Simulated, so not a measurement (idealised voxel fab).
Documented hereafter: the process module known as voxel air gaps.
In the cross-section labelled cut, the width is 170 nm and each square cell is 5 nm.
Think of the cross-section as a grid of square cells. We describe it in bands, top to bottom, and each band covers one or more rows of those cells. First you get the band's top height and its bottom height, in nm, and then the materials it's made of, left to right, with each width in nm. If you see a single material with "edge to edge", that one covers the band edge to edge. "empty" is empty space. Heights are expressed relative to 0, this being the level below which the as-received wafer comprises one material exclusively. The lowest band is unbounded in the downward direction and is denoted as in "0 down". A width such as "30..40" changes by the same amount from each row of cells to the next, from the band's top row to its bottom row. Basically "changes: none" means that step didn't change any cell in the cross-section. You'll see "Sealed-off cavities" listing empty spaces that have no way open to the top, as long as they're 8 cells or more; the notation is width x height at distance, where the distance is from the left edge, and all of it is in nm. On each step's line, the part that comes after the settings is the simulator's own comment on the step. When a step includes a mask, the "overlay nm" setting on its line states how far to the right of its planned place that mask lay, and negative values state how far to the left.

Set out below are the planned steps of the process
1 RECEIVE with material Si
2 CONFORMAL_DEP with material SiO2, thk nm 15
3 CONFORMAL_DEP with material SiN, thk nm 5
4 DIRECTIONAL_DEP with material SiO2, thk nm 40
5 MASKED_ETCH with tone open, mask id LINES, width nm 25, pitch nm 50, etch materials SiO2, depth nm 40, overlay nm 0
6 CONFORMAL_DEP with material TiN, thk nm 5
7 FILL_DEP with material W, thk nm 5
8 CMP with height nm 60
9 EPI with material Ru, thk nm 10
10 SELECTIVE_ETCH with etch materials SiO2, depth nm 50
11 CONFORMAL_DEP with material SiCN, thk nm 5

Cross-sectional view of the wafer in its as-received condition, corresponding to the state after step 1
0 down: Si edge to edge
Sealed-off cavities: none

Post-module cross-section of the first of two wafers (run per plan)
75 to 70: empty: 5 | SiCN: 155 | empty: 10
70 to 60: empty: 5 | SiCN: 5 | Ru: 45 | SiCN: 5 | Ru: 45 | SiCN: 5 | Ru: 45 | SiCN: 5 | empty: 10
60 to 55: empty: 5 | SiCN: 15 | TiN: 5 | W: 15 | TiN: 5 | SiCN: 25 | TiN: 5 | W: 15 | TiN: 5 | SiCN: 25 | TiN: 5 | W: 15 | TiN: 5 | SiCN: 15 | empty: 10
55 to 25: empty: 15 | SiCN: 5 | TiN: 5 | W: 15 | TiN: 5 | SiCN: 5 | empty: 15 | SiCN: 5 | TiN: 5 | W: 15 | TiN: 5 | SiCN: 5 | empty: 15 | SiCN: 5 | TiN: 5 | W: 15 | TiN: 5 | SiCN: 5 | empty: 20
25 to 20: SiCN: 20 | TiN: 25 | SiCN: 25 | TiN: 25 | SiCN: 25 | TiN: 25 | SiCN: 25
20 to 15: SiN edge to edge
15 to 0: SiO2 edge to edge
0 down: Si edge to edge
Sealed-off cavities: 15 x 30 at 50; 15 x 30 at 100

Second wafer through the module, sectioned at the end: same beginning and same plan as the first wafer, with one mistake in carrying it out
75 to 70: empty: 5 | SiCN: 155 | empty: 10
70 to 60: empty: 5 | SiCN: 5 | Ru: 45 | SiCN: 5 | Ru: 45 | SiCN: 5 | Ru: 45 | SiCN: 5 | empty: 10
60 to 55: empty: 5 | SiCN: 15 | TiN: 5 | W: 15 | TiN: 5 | SiCN: 25 | TiN: 5 | W: 15 | TiN: 5 | SiCN: 25 | TiN: 5 | W: 15 | TiN: 5 | SiCN: 15 | empty: 10
55 to 40: empty: 15 | SiCN: 5 | TiN: 5 | W: 15 | TiN: 5 | SiCN: 5 | empty: 15 | SiCN: 5 | TiN: 5 | W: 15 | TiN: 5 | SiCN: 5 | empty: 15 | SiCN: 5 | TiN: 5 | W: 15 | TiN: 5 | SiCN: 5 | empty: 20
40 to 35: SiCN: 20 | TiN: 25 | SiCN: 25 | TiN: 25 | SiCN: 25 | TiN: 25 | SiCN: 25
35 to 30: SiN edge to edge
30 to 0: SiO2 edge to edge
0 down: Si edge to edge
Sealed-off cavities: 15 x 15 at 50; 15 x 15 at 100
The plan and the run diverged here: plan step 2 was conducted twice
Count the cells at the end and the second wafer has more or fewer of some materials than the first: SiCN: 18 fewer, SiO2: 102 more, TiN: 18 fewer, W: 27 fewer
